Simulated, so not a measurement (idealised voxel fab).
process module | voxel trench capacitor
cross-section cut | 185 nm wide | cells 5 nm
A cross-section is a grid of square cells, given in bands from the top down. A band is one or more rows of cells.
Each band's line starts with the height of the band's top and of its bottom, in nm. Then come its materials from left to right, each with its width in nm. One material with "throughout" fills the band from edge to edge. "air" is empty space.
Height 0 is the level under which the wafer as received is all one material. The lowest band goes on downwards, as in "0 down".
A width such as "30 to 40" changes by the same amount from each row of cells to the next, from the band's top row to its bottom row.
"no change" after a step means that no cell of the cross-section changed.
closed voids: empty space of 8 cells or more with no open way to the top, each as width x height at its distance from the left edge, in nm
after a step's settings: what the simulator itself notes on the step
overlay nm, on a step with a mask: how far to the right of its planned place the mask lay; to the left if negative
plan
1 op RECEIVE | material Si
2 op CONFORMAL_DEP | material SiN | thk nm 10
3 op DIRECTIONAL_DEP | material aC | thk nm 15
4 op PATTERN | tone open | mask id TRENCH | material resist | width nm 30 | pitch nm 50 | thk nm 35 | overlay nm 0
5 op DIRECTIONAL_ETCH | etch materials aC | depth nm 15
6 op STRIP | etch materials resist
7 op DIRECTIONAL_ETCH | etch materials SiN | depth nm 10
8 op DIRECTIONAL_ETCH | etch materials Si | depth nm 25
9 op STRIP | etch materials aC
10 op CONFORMAL_DEP | material Al2O3 | thk nm 5
11 op CONFORMAL_DEP | material TiN | thk nm 5
12 op FILL_DEP | material W | thk nm 5
13 op CMP | height nm 10
as received, after step 1
  0 down: Si throughout
  closed voids: none
first wafer at the end, as planned
  10 to 0: SiN 50 | Al2O3 5 | TiN 5 | W 10 | TiN 5 | Al2O3 5 | SiN 20 | Al2O3 5 | TiN 5 | W 10 | TiN 5 | Al2O3 5 | SiN 55
  0 to -15: Si 50 | Al2O3 5 | TiN 5 | W 10 | TiN 5 | Al2O3 5 | Si 20 | Al2O3 5 | TiN 5 | W 10 | TiN 5 | Al2O3 5 | Si 55
  -15 to -20: Si 50 | Al2O3 5 | TiN 20 | Al2O3 5 | Si 20 | Al2O3 5 | TiN 20 | Al2O3 5 | Si 55
  -20 to -25: Si 50 | Al2O3 30 | Si 20 | Al2O3 30 | Si 55
  -25 down: Si throughout
  closed voids: none
second wafer at the end: like start, like plan, one mistake
  10 to 0: SiN 50 | TiN 5 | Al2O3 5 | W 10 | Al2O3 5 | TiN 5 | SiN 20 | TiN 5 | Al2O3 5 | W 10 | Al2O3 5 | TiN 5 | SiN 55
  0 to -15: Si 50 | TiN 5 | Al2O3 5 | W 10 | Al2O3 5 | TiN 5 | Si 20 | TiN 5 | Al2O3 5 | W 10 | Al2O3 5 | TiN 5 | Si 55
  -15 to -20: Si 50 | TiN 5 | Al2O3 20 | TiN 5 | Si 20 | TiN 5 | Al2O3 20 | TiN 5 | Si 55
  -20 to -25: Si 50 | TiN 30 | Si 20 | TiN 30 | Si 55
  -25 down: Si throughout
  closed voids: none
what went wrong: steps 10 and 11 were swapped
at the end the second wafer has, in cells: 8 fewer of Al2O3 | 8 more of TiN
